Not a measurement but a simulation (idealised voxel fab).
process module | voxel capacitor over wiring
cross-section cut | 235 nm wide | cells 5 nm
A cross-section is a grid of square cells, given in bands from the top down. A band is one or more rows of cells.
Each band's line starts with the height of the band's top and of its bottom, in nm. Then come its materials from left to right, each with its width in nm. One material with "throughout" fills the band from edge to edge. "air" is empty space.
Height 0 is the level under which the wafer as received is all one material. The lowest band goes on downwards, as in "0 down".
A width such as "30 to 40" changes by the same amount from each row of cells to the next, from the band's top row to its bottom row.
"no change" after a step means that no cell of the cross-section changed.
closed voids: empty space of 8 cells or more with no open way to the top, each as width x height at its distance from the left edge, in nm
after a step's settings: what the simulator itself notes on the step
overlay nm, on a step with a mask: how far to the right of its planned place the mask lay; to the left if negative
plan
1 op RECEIVE | material Si
2 op CONFORMAL_DEP | material SiO2 | thk nm 15
3 op DIRECTIONAL_DEP | material TiN | thk nm 5
4 op DIRECTIONAL_DEP | material Ru | thk nm 20
5 op DIRECTIONAL_DEP | material aC | thk nm 10
6 op PATTERN | tone cover | mask id METAL_1 | material resist | width nm 20 | pitch nm 90 | thk nm 30 | overlay nm 0
7 op DIRECTIONAL_ETCH | etch materials aC | depth nm 10
8 op STRIP | etch materials resist
9 op DIRECTIONAL_ETCH | etch materials Ru | depth nm 20
10 op DIRECTIONAL_ETCH | etch materials TiN | depth nm 5
11 op STRIP | etch materials aC
12 op FILL_DEP | material SiO2 | thk nm 10
13 op CMP | height nm 40
14 op CONFORMAL_DEP | material SiCN | thk nm 5
15 op DIRECTIONAL_DEP | material lowk | thk nm 15
16 op MASKED_ETCH | tone open | mask id PLUG_1 | width nm 15 | etch materials lowk | depth nm 15 | overlay nm 0
17 op MASKED_ETCH | tone open | mask id PLUG_1 | width nm 15 | etch materials SiCN | depth nm 5 | overlay nm 0
18 op CONFORMAL_DEP | material TiN | thk nm 5
19 op FILL_DEP | material Ru | thk nm 10
20 op CMP | height nm 60
21 op DIRECTIONAL_DEP | material TiN | thk nm 10
22 op DIRECTIONAL_DEP | material Al2O3 | thk nm 5
23 op DIRECTIONAL_DEP | material TiN | thk nm 5
24 op PATTERN | tone cover | mask id UPPER_PLATE | material resist | width nm 75 | thk nm 20 | overlay nm 0
25 op DIRECTIONAL_ETCH | etch materials TiN | depth nm 5
26 op DIRECTIONAL_ETCH | etch materials Al2O3 | depth nm 5
27 op STRIP | etch materials resist
28 op PATTERN | tone cover | mask id LOWER_PLATE | material resist | width nm 85 | thk nm 15 | overlay nm 0
29 op DIRECTIONAL_ETCH | etch materials TiN | depth nm 10
30 op STRIP | etch materials resist
31 op FILL_DEP | material SiO2 | thk nm 15
32 op CMP | height nm 90
33 op MASKED_ETCH | tone open | mask id PLUG_2 | width nm 15 | etch materials SiO2 | depth nm 10 | overlay nm 0
34 op CONFORMAL_DEP | material TiN | thk nm 5
35 op FILL_DEP | material Ru | thk nm 10
36 op CMP | height nm 90
37 op CONFORMAL_DEP | material SiN | thk nm 5
as received, after step 1
  0 down: Si throughout
  closed voids: none
a wafer at the end: this start, this plan, one mistake
  95 to 90: SiN throughout
  90 to 85: SiO2 75 | TiN 5 | Ru 5 | TiN 5 | SiO2 145
  85 to 75: SiO2 75 to 65 | TiN 15 to 75 | SiO2 145 to 95
  75 to 70: SiO2 65 | Al2O3 75 | SiO2 95
  70 to 60: SiO2 60 | TiN 85 | SiO2 90
  60 to 45: lowk 65 | TiN 5 | Ru 5 | TiN 5 | lowk 155
  45 to 40: SiCN 65 | TiN 15 | SiCN 155
  40 to 20: SiCN throughout
  20 to 15: TiN throughout
  15 to 0: SiO2 throughout
  0 down: Si throughout
  closed voids: none
what went wrong: step 4 ran as: op DIRECTIONAL_DEP | material SiCN | thk nm 20
